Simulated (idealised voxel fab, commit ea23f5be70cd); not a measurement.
process module | voxel ribs on slabs
cross-section cut | 150 nm wide | cells 5 nm
Cross-sections here: square-cell grids, written as top-down lists of bands, a band being one or more rows of cells.
Band entry format. Leading values: height of top, height of bottom, nm. Remainder: materials in left-to-right order, each with its width in nm. Special words: "all across" on a single material, which then fills the band edge to edge; "blank", empty space.
Zero point of the height axis is 0; under it, received wafer = one material. Lowest band: continues down indefinitely, "top 0, no bottom".
Per-row width for "30..40": begins at first number (top row of band), ends at second number (bottom row), increment between rows held constant.
Where the words "nothing different" appear for a step, the cross-section shows no cell changed by that step; every cell remained as before.
"Closed internal voids" enumerates empty spaces isolated from the top, with no open way to it, that contain at least 8 cells, giving each as width x height at distance from the left edge, all three in nm.
Anything after a step's settings on that line? It's the simulator's own note about the step.
The optional step-line setting "overlay nm" applies to steps with a mask and quantifies how far to the right of its planned location the mask lay, a negative value indicating leftward placement.

**Process steps (planned)**
- 1: RECEIVE,material Si
- 2: DIRECTIONAL_DEP,material SiO2,thk nm 30
- 3: DIRECTIONAL_DEP,material polySi,thk nm 20
- 4: DIRECTIONAL_DEP,material aC,thk nm 15
- 5: PATTERN,tone cover,mask id RIB,material resist,width nm 20,thk nm 30,overlay nm 0
- 6: DIRECTIONAL_ETCH,etch materials aC,depth nm 15
- 7: STRIP,etch materials resist
- 8: DIRECTIONAL_ETCH,etch materials polySi,depth nm 15
- 9: STRIP,etch materials aC
- 10: PATTERN,tone cover,mask id SLAB,material resist,width nm 60,thk nm 15,overlay nm 0
- 11: DIRECTIONAL_ETCH,etch materials polySi,depth nm 5
- 12: STRIP,etch materials resist
- 13: FILL_DEP,material SiO2,thk nm 25
- 14: CMP,height nm 65
- 15: DIRECTIONAL_DEP,material W,thk nm 5
- 16: PATTERN,tone cover,mask id HEATER,material resist,width nm 30,thk nm 15,overlay nm 0
- 17: DIRECTIONAL_ETCH,etch materials W,depth nm 5
- 18: STRIP,etch materials resist
- 19: CONFORMAL_DEP,material SiO2,thk nm 5

**Cross-section of the incoming wafer, state after step 1**
  top 0, no bottom: Si all across
  Closed internal voids: none

**Module complete, cross-section. Starting point and plan per above. One mistake made in running the module**
  top 75, bottom 70: 55 nm blank, 40 nm SiO2, 55 nm blank
  top 70, bottom 65: 60 nm SiO2, 30 nm W, 60 nm SiO2
  top 65, bottom 50: aC all across
  top 50, bottom 35: 65 nm aC, 20 nm polySi, 65 nm aC
  top 35, bottom 30: 45 nm aC, 60 nm polySi, 45 nm aC
  top 30, bottom 0: SiO2 all across
  top 0, no bottom: Si all across
  Closed internal voids: none
what went wrong: step 13 was not run as planned; what actually ran was FILL_DEP,material aC,thk nm 25
